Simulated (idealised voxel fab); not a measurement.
A process module follows: voxel transistor to metal.
Square cells of 5 nm make up the cross-section cut, whose width is 205 nm.
Think of the cross-section as a grid of square cells. We describe it in bands, top to bottom, and each band covers one or more rows of those cells. A band entry consists of two parts. The first gives the height of the band's top and the height of its bottom, in nm. The rest lists the band's materials from left to right, each with its width in nm. A single material labelled with the word "edge to edge" fills the band from edge to edge, and the word "air" marks empty space. It should be noted that heights are counted from 0, beneath which the wafer as supplied is of one material throughout, and that the lowest band possesses no lower boundary but continues downward, as written in "0 down". With a width like "30 to 40", each row of cells in the band differs from the next by the same amount, the top row carrying the first number and the bottom row the second. For the purposes of this document, the phrase "nothing altered" attached to a step denotes that no cell within the cross-section was modified by that step. This entry, "Entrapped voids", enumerates those empty regions of no fewer than 8 cells that possess no open connection to the top. Each region is reported in the form width x height at distance, the distance being taken from the left edge, with all three quantities expressed in nm. If you see something after the settings on a step's line, that's the simulator's own remark about that step. overlay nm: right-of-plan distance of the mask on a masked step; negative values mean left-of-plan.

Below is the list of planned process steps
1 RECEIVE, material Si
2 CONFORMAL_DEP, material SiO2, thk nm 5
3 CONFORMAL_DEP, material SiN, thk nm 10
4 DIRECTIONAL_DEP, material aC, thk nm 10
5 PATTERN, tone cover, mask id ACTIVE, material resist, width nm 135, thk nm 30, overlay nm 0
6 DIRECTIONAL_ETCH, etch materials aC, depth nm 10
7 STRIP, etch materials resist
8 DIRECTIONAL_ETCH, etch materials SiN, depth nm 10
9 DIRECTIONAL_ETCH, etch materials SiO2, depth nm 5
10 DIRECTIONAL_ETCH, etch materials Si, depth nm 30
11 STRIP, etch materials aC
12 FILL_DEP, material SiO2, thk nm 15
13 CMP, height nm 15
14 SELECTIVE_ETCH, etch materials SiO2, depth nm 10
15 STRIP, etch materials SiN
16 SELECTIVE_ETCH, etch materials SiO2, depth nm 5
17 OXIDIZE, depth nm 5
18 DIRECTIONAL_DEP, material polySi, thk nm 25
19 DIRECTIONAL_DEP, material SiCN, thk nm 15
20 MASKED_ETCH, tone cover, mask id GATE, width nm 35, etch materials SiCN, depth nm 25, overlay nm 0
21 MASKED_ETCH, tone cover, mask id GATE, width nm 35, etch materials polySi, depth nm 35, overlay nm 0
22 CONFORMAL_DEP, material SiN, thk nm 10
23 DIRECTIONAL_ETCH, etch materials SiN, depth nm 10
24 DIRECTIONAL_ETCH, etch materials SiO2, depth nm 5
25 DIRECTIONAL_ETCH, etch materials Si, depth nm 5
26 EPI, material SiGe, thk nm 5
27 FILL_DEP, material SiO2, thk nm 5
28 CMP, height nm 25
29 STRIP, etch materials polySi
30 SELECTIVE_ETCH, etch materials SiO2, depth nm 5
31 CONFORMAL_DEP, material HfO2, thk nm 5
32 CONFORMAL_DEP, material TiN, thk nm 5
33 FILL_DEP, material W, thk nm 10
34 CMP, height nm 20
35 DIRECTIONAL_DEP, material SiO2, thk nm 15
36 PATTERN, tone open, mask id CONTACT, material resist, width nm 20, pitch nm 95, thk nm 20, overlay nm 0
37 DIRECTIONAL_ETCH, etch materials SiO2, depth nm 40
38 STRIP, etch materials resist
39 CONFORMAL_DEP, material TiN, thk nm 5
40 FILL_DEP, material W, thk nm 5
41 CMP, height nm 35
42 DIRECTIONAL_DEP, material TiN, thk nm 5
43 DIRECTIONAL_DEP, material W, thk nm 25
44 DIRECTIONAL_DEP, material aC, thk nm 15
45 PATTERN, tone cover, mask id METAL_1, material resist, width nm 20, pitch nm 95, thk nm 30, overlay nm 0
46 DIRECTIONAL_ETCH, etch materials aC, depth nm 15
47 STRIP, etch materials resist
48 DIRECTIONAL_ETCH, etch materials W, depth nm 25
49 DIRECTIONAL_ETCH, etch materials TiN, depth nm 5
50 STRIP, etch materials aC
51 CONFORMAL_DEP, material SiN, thk nm 5
52 FILL_DEP, material lowk, thk nm 10
53 CMP, height nm 65
54 CONFORMAL_DEP, material SiCN, thk nm 5

Shown in cross-section is the wafer as received, that is, as it stands after step 1
    0 down  Si edge to edge
    Entrapped voids: none

Looking at the first of two wafers in cross-section at end of module - ran to plan
    70 to 65  SiCN edge to edge
    65 to 40  lowk 40 nm / SiN 5 nm / W 20 nm / SiN 5 nm / lowk 65 nm / SiN 5 nm / W 20 nm / SiN 5 nm / lowk 40 nm
    40 to 35  SiN 45 nm / TiN 20 nm / SiN 75 nm / TiN 20 nm / SiN 45 nm
    35 to 20  SiO2 45 nm / TiN 5 nm / W 10 nm / TiN 5 nm / SiO2 75 nm / TiN 5 nm / W 10 nm / TiN 5 nm / SiO2 45 nm
    20 to 5  SiO2 45 nm / TiN 5 nm / W 10 nm / TiN 5 nm / SiO2 10 nm / SiN 10 nm / HfO2 5 nm / TiN 5 nm / W 15 nm / TiN 5 nm / HfO2 5 nm / SiN 10 nm / SiO2 10 nm / TiN 5 nm / W 10 nm / TiN 5 nm / SiO2 45 nm
    5 to 0  SiO2 45 nm / TiN 5 nm / W 10 nm / TiN 5 nm / SiO2 10 nm / SiN 10 nm / HfO2 5 nm / TiN 25 nm / HfO2 5 nm / SiN 10 nm / SiO2 10 nm / TiN 5 nm / W 10 nm / TiN 5 nm / SiO2 45 nm
    0 to -5  SiO2 45 nm / TiN 20 nm / SiO2 5 nm / SiGe 5 nm / SiO2 5 nm / HfO2 45 nm / SiO2 5 nm / SiGe 5 nm / SiO2 5 nm / TiN 20 nm / SiO2 45 nm
    -5 to -10  SiO2 35 nm / SiGe 40 nm / Si 55 nm / SiGe 40 nm / SiO2 35 nm
    -10 to -30  SiO2 35 nm / Si 135 nm / SiO2 35 nm
    -30 down  Si edge to edge
    Entrapped voids: none

Second wafer at the end: like start, like plan, one mistake
    70 to 65  SiCN edge to edge
    65 to 40  lowk 40 nm / SiN 5 nm / W 20 nm / SiN 5 nm / lowk 65 nm / SiN 5 nm / W 20 nm / SiN 5 nm / lowk 40 nm
    40 to 35  SiN 45 nm / TiN 20 nm / SiN 75 nm / TiN 20 nm / SiN 45 nm
    35 to 20  SiO2 45 nm / TiN 5 nm / W 10 nm / TiN 5 nm / SiO2 75 nm / TiN 5 nm / W 10 nm / TiN 5 nm / SiO2 45 nm
    20 to 5  SiO2 45 nm / TiN 5 nm / W 10 nm / TiN 5 nm / SiO2 10 nm / SiN 10 nm / polySi 5 nm / TiN 5 nm / W 15 nm / TiN 5 nm / polySi 5 nm / SiN 10 nm / SiO2 10 nm / TiN 5 nm / W 10 nm / TiN 5 nm / SiO2 45 nm
    5 to 0  SiO2 45 nm / TiN 5 nm / W 10 nm / TiN 5 nm / SiO2 10 nm / SiN 10 nm / polySi 5 nm / TiN 25 nm / polySi 5 nm / SiN 10 nm / SiO2 10 nm / TiN 5 nm / W 10 nm / TiN 5 nm / SiO2 45 nm
    0 to -5  SiO2 45 nm / TiN 20 nm / SiO2 5 nm / SiGe 5 nm / SiO2 5 nm / polySi 45 nm / SiO2 5 nm / SiGe 5 nm / SiO2 5 nm / TiN 20 nm / SiO2 45 nm
    -5 to -10  SiO2 35 nm / SiGe 40 nm / Si 55 nm / SiGe 40 nm / SiO2 35 nm
    -10 to -30  SiO2 35 nm / Si 135 nm / SiO2 35 nm
    -30 down  Si edge to edge
    Entrapped voids: none
What was the processing mistake? in deviation from the planned setting, step 31 was conducted as CONFORMAL_DEP, material polySi, thk nm 5
In the final state, the cell counts of the second wafer exceed or fall short of those of the first for the following materials: 17 fewer of HfO2, 17 more of polySi
